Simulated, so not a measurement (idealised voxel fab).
Module name: voxel ribs on slabs (process module)
The width of the displayed cross-section, cut, is 290 nm; its cells are square, with a size of 5 nm.
Cross-section layout: square cells on a grid; listed as bands, top to bottom; a band spans one or more cell rows. Each band's line starts with the height of the band's top and of its bottom, in nm. Then come its materials from left to right, each with its width in nm. One material with "all across" fills the band from edge to edge. "empty" is empty space. The reference from which all heights are counted is 0, the level beneath which the as-received wafer is entirely one material; the lowest band, having no lower bound, proceeds downward and is written after the example "0..down". You'd read "30..40" like this: the band's top row of cells is as wide as the first number, its bottom row is as wide as the second, and going down, every row changes width by the same amount as the row before did. The cross-section has no changed cell in any step marked "no change". "Enclosed internal voids" specifies each empty space that is not open to the top and that occupies no fewer than 8 cells, using the form width x height at distance, the distance measured from the left edge and all three quantities in nm. Read whatever lies past the settings on a step's line as the simulator's own remark about the step. overlay nm: mask offset rightward from planned place, masked step; negative means leftward offset.

THE FOLLOWING LIST GIVES THE PLANNED PROCESS STEPS
- 1: RECEIVE: material Si
- 2: DIRECTIONAL_DEP: material SiO2, thk nm 25
- 3: DIRECTIONAL_DEP: material polySi, thk nm 20
- 4: DIRECTIONAL_DEP: material aC, thk nm 15
- 5: PATTERN: tone cover, mask id RIB, material resist, width nm 25, thk nm 35, overlay nm 0
- 6: DIRECTIONAL_ETCH: etch materials aC, depth nm 15
- 7: STRIP: etch materials resist
- 8: DIRECTIONAL_ETCH: etch materials polySi, depth nm 5
- 9: STRIP: etch materials aC
- 10: DIRECTIONAL_DEP: material aC, thk nm 15
- 11: PATTERN: tone cover, mask id SLAB, material resist, width nm 85, thk nm 30, overlay nm 0
- 12: DIRECTIONAL_ETCH: etch materials aC, depth nm 15
- 13: STRIP: etch materials resist
- 14: DIRECTIONAL_ETCH: etch materials polySi, depth nm 15
- 15: STRIP: etch materials aC
- 16: FILL_DEP: material SiO2, thk nm 20
- 17: CMP: height nm 55
- 18: DIRECTIONAL_DEP: material TiN, thk nm 10
- 19: PATTERN: tone cover, mask id HEATER, material resist, width nm 35, thk nm 20, overlay nm 0
- 20: DIRECTIONAL_ETCH: etch materials TiN, depth nm 10
- 21: STRIP: etch materials resist
- 22: CONFORMAL_DEP: material SiO2, thk nm 10

AS RECEIVED, AFTER STEP 1
* 0..down | Si all across
* Enclosed internal voids: none

CROSS-SECTION TAKEN AT MODULE COMPLETION ON THE FIRST OF TWO WAFERS; PROCESSED PER THE PLAN
* 75..65 | 115 empty  55 SiO2  120 empty
* 65..55 | 125 SiO2  35 TiN  130 SiO2
* 55..45 | SiO2 all across
* 45..40 | 130 SiO2  25 polySi  135 SiO2
* 40..25 | 100 SiO2  85 polySi  105 SiO2
* 25..0 | SiO2 all across
* 0..down | Si all across
* Enclosed internal voids: none

THIS IS THE SECOND OF THE TWO WAFERS, CROSS-SECTIONED AT THE END OF THE MODULE; IT STARTED EXACTLY LIKE THE FIRST AND WAS GIVEN THE SAME PLAN, BUT IT WAS RUN WITH ONE MISTAKE
* 75..65 | 120 empty  55 SiO2  115 empty
* 65..55 | 130 SiO2  35 TiN  125 SiO2
* 55..45 | SiO2 all across
* 45..40 | 130 SiO2  25 polySi  135 SiO2
* 40..25 | 100 SiO2  85 polySi  105 SiO2
* 25..0 | SiO2 all across
* 0..down | Si all across
* Enclosed internal voids: none
In executing the process, a mistake was made relative to the plan: contrary to plan, step 19 was performed as PATTERN: tone cover, mask id HEATER, material resist, width nm 35, thk nm 20, overlay nm 5
If you tally the cells, the second wafer ends up with the same amount of every material as the first; it's all just sitting in different places.
